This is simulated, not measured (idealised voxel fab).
Process module heading - voxel transistor to metal
Section cut is 185 nm wide and gridded with 5 nm square cells.
We lay out every cross-section as a grid of square cells and spell it out in bands from the top down, where one band means one or more rows of cells.
A band entry consists of two parts. The first gives the height of the band's top and the height of its bottom, in nm. The rest lists the band's materials from left to right, each with its width in nm. A single material labelled with the word "throughout" fills the band from edge to edge, and the word "blank" marks empty space.
Measure heights from 0. That's the level where, below it, the as-received wafer is all one material. The lowest band is bottomless and extends downward; write it as in "0 -> down".
Width "30->40": first value at the band's top row of cells, second value at its bottom row, equal change from row to row.
Reading "no modifications" for a step: not a cell of the cross-section changed in it.
Basically, "Closed internal voids" tells you about the enclosed voids: empty spaces with no open way to the top, 8 cells or bigger, each written width x height at distance, where distance is from the left edge, all in nm.
after a step's settings: what the simulator itself notes on the step
When a step includes a mask, the "overlay nm" setting on its line states how far to the right of its planned place that mask lay, and negative values state how far to the left.
# Process steps - plan
- 1: RECEIVE with material Si
- 2: OXIDIZE with depth nm 5
- 3: CONFORMAL_DEP with material SiN, thk nm 10
- 4: MASKED_ETCH with tone cover, mask id ACTIVE, width nm 115, etch materials SiN, depth nm 10, overlay nm 0
- 5: MASKED_ETCH with tone cover, mask id ACTIVE, width nm 115, etch materials SiO2, depth nm 5, overlay nm 0
- 6: MASKED_ETCH with tone cover, mask id ACTIVE, width nm 115, etch materials Si, depth nm 35, overlay nm 0
- 7: OXIDIZE with depth nm 5
- 8: FILL_DEP with material SiO2, thk nm 10
- 9: CMP with height nm 10
- 10: SELECTIVE_ETCH with etch materials SiO2, depth nm 10
- 11: STRIP with etch materials SiN
- 12: SELECTIVE_ETCH with etch materials SiO2, depth nm 5
- 13: OXIDIZE with depth nm 5
- 14: DIRECTIONAL_DEP with material polySi, thk nm 25
- 15: DIRECTIONAL_DEP with material SiCN, thk nm 15
- 16: PATTERN with tone cover, mask id GATE, material resist, width nm 35, thk nm 20, overlay nm 0
- 17: DIRECTIONAL_ETCH with etch materials SiCN, depth nm 25
- 18: DIRECTIONAL_ETCH with etch materials polySi, depth nm 35
- 19: STRIP with etch materials resist
- 20: CONFORMAL_DEP with material SiN, thk nm 10
- 21: DIRECTIONAL_ETCH with etch materials SiN, depth nm 10
- 22: DIRECTIONAL_ETCH with etch materials SiO2, depth nm 5
- 23: DIRECTIONAL_ETCH with etch materials Si, depth nm 15
- 24: EPI with material pSi, thk nm 15
- 25: FILL_DEP with material SiO2, thk nm 10
- 26: CMP with height nm 20
- 27: STRIP with etch materials polySi
- 28: SELECTIVE_ETCH with etch materials SiO2, depth nm 5
- 29: CONFORMAL_DEP with material HfO2, thk nm 5
- 30: CONFORMAL_DEP with material TiN, thk nm 5
- 31: FILL_DEP with material W, thk nm 10
- 32: CMP with height nm 15
- 33: DIRECTIONAL_DEP with material SiO2, thk nm 10
- 34: PATTERN with tone open, mask id CONTACT, material resist, width nm 15, pitch nm 80, thk nm 20, overlay nm 0
- 35: DIRECTIONAL_ETCH with etch materials SiO2, depth nm 35
- 36: STRIP with etch materials resist
- 37: CONFORMAL_DEP with material TiN, thk nm 5
- 38: FILL_DEP with material W, thk nm 5
- 39: CMP with height nm 25
- 40: CONFORMAL_DEP with material SiN, thk nm 5
- 41: DIRECTIONAL_DEP with material SiO2, thk nm 15
- 42: MASKED_ETCH with tone open, mask id METAL_1, width nm 15, pitch nm 80, etch materials SiO2, depth nm 15, overlay nm 0
- 43: MASKED_ETCH with tone open, mask id METAL_1, width nm 15, pitch nm 80, etch materials SiN, depth nm 5, overlay nm 0
- 44: CONFORMAL_DEP with material TiN, thk nm 5
- 45: FILL_DEP with material Cu, thk nm 10
- 46: CMP with height nm 45
- 47: CONFORMAL_DEP with material SiCN, thk nm 5
- 48: DIRECTIONAL_DEP with material SiO2, thk nm 30
- 49: MASKED_ETCH with tone open, mask id METAL_2, width nm 15, pitch nm 80, etch materials SiO2, depth nm 20, overlay nm 0
- 50: PATTERN with tone open, mask id METAL_2_HOLES, material resist, width nm 15, pitch nm 80, thk nm 20, overlay nm 0
- 51: DIRECTIONAL_ETCH with etch materials SiO2, depth nm 10
- 52: DIRECTIONAL_ETCH with etch materials SiCN, depth nm 5
- 53: STRIP with etch materials resist
- 54: CONFORMAL_DEP with material TiN, thk nm 5
- 55: FILL_DEP with material Cu, thk nm 10
- 56: CMP with height nm 80
- 57: CONFORMAL_DEP with material SiN, thk nm 5
# Wafer as received: cross-section following step 1
- 0 -> down  Si throughout
- Closed internal voids: none
# Below is the wafer in cross-section after the module was completed. It began from the starting point shown above and followed the plan shown above, except that one mistake was made while running it
- 85 -> 80  SiN throughout
- 80 -> 50  45 nm SiO2, 5 nm TiN, 5 nm Cu, 5 nm TiN, 65 nm SiO2, 5 nm TiN, 5 nm Cu, 5 nm TiN, 45 nm SiO2
- 50 -> 45  45 nm SiCN, 15 nm TiN, 65 nm SiCN, 15 nm TiN, 45 nm SiCN
- 45 -> 30  45 nm SiO2, 5 nm TiN, 5 nm Cu, 5 nm TiN, 65 nm SiO2, 5 nm TiN, 5 nm Cu, 5 nm TiN, 45 nm SiO2
- 30 -> 25  45 nm SiN, 15 nm TiN, 65 nm SiN, 15 nm TiN, 45 nm SiN
- 25 -> 15  45 nm SiO2, 5 nm TiN, 5 nm W, 5 nm TiN, 65 nm SiO2, 5 nm TiN, 5 nm W, 5 nm TiN, 45 nm SiO2
- 15 -> 10  45 nm SiO2, 5 nm TiN, 5 nm W, 5 nm TiN, 5 nm SiO2, 10 nm SiN, 5 nm TiN, 25 nm W, 5 nm TiN, 10 nm SiN, 5 nm SiO2, 5 nm TiN, 5 nm W, 5 nm TiN, 45 nm SiO2
- 10 -> 5  45 nm SiO2, 15 nm TiN, 5 nm SiO2, 10 nm SiN, 5 nm TiN, 25 nm W, 5 nm TiN, 10 nm SiN, 5 nm SiO2, 15 nm TiN, 45 nm SiO2
- 5 -> -5  45 nm SiO2, 5 nm TiN, 15 nm pSi, 10 nm SiN, 5 nm TiN, 25 nm W, 5 nm TiN, 10 nm SiN, 15 nm pSi, 5 nm TiN, 45 nm SiO2
- -5 -> -10  45 nm SiO2, 5 nm TiN, 15 nm pSi, 5 nm SiO2, 45 nm TiN, 5 nm SiO2, 15 nm pSi, 5 nm TiN, 45 nm SiO2
- -10 -> -25  40 nm SiO2, 25 nm pSi, 55 nm Si, 25 nm pSi, 40 nm SiO2
- -25 -> -45  40 nm SiO2, 105 nm Si, 40 nm SiO2
- -45 -> down  Si throughout
- Closed internal voids: none
Heads up, the wafer didn't run the way we planned it: step 29 of the plan got skipped, so it never ran
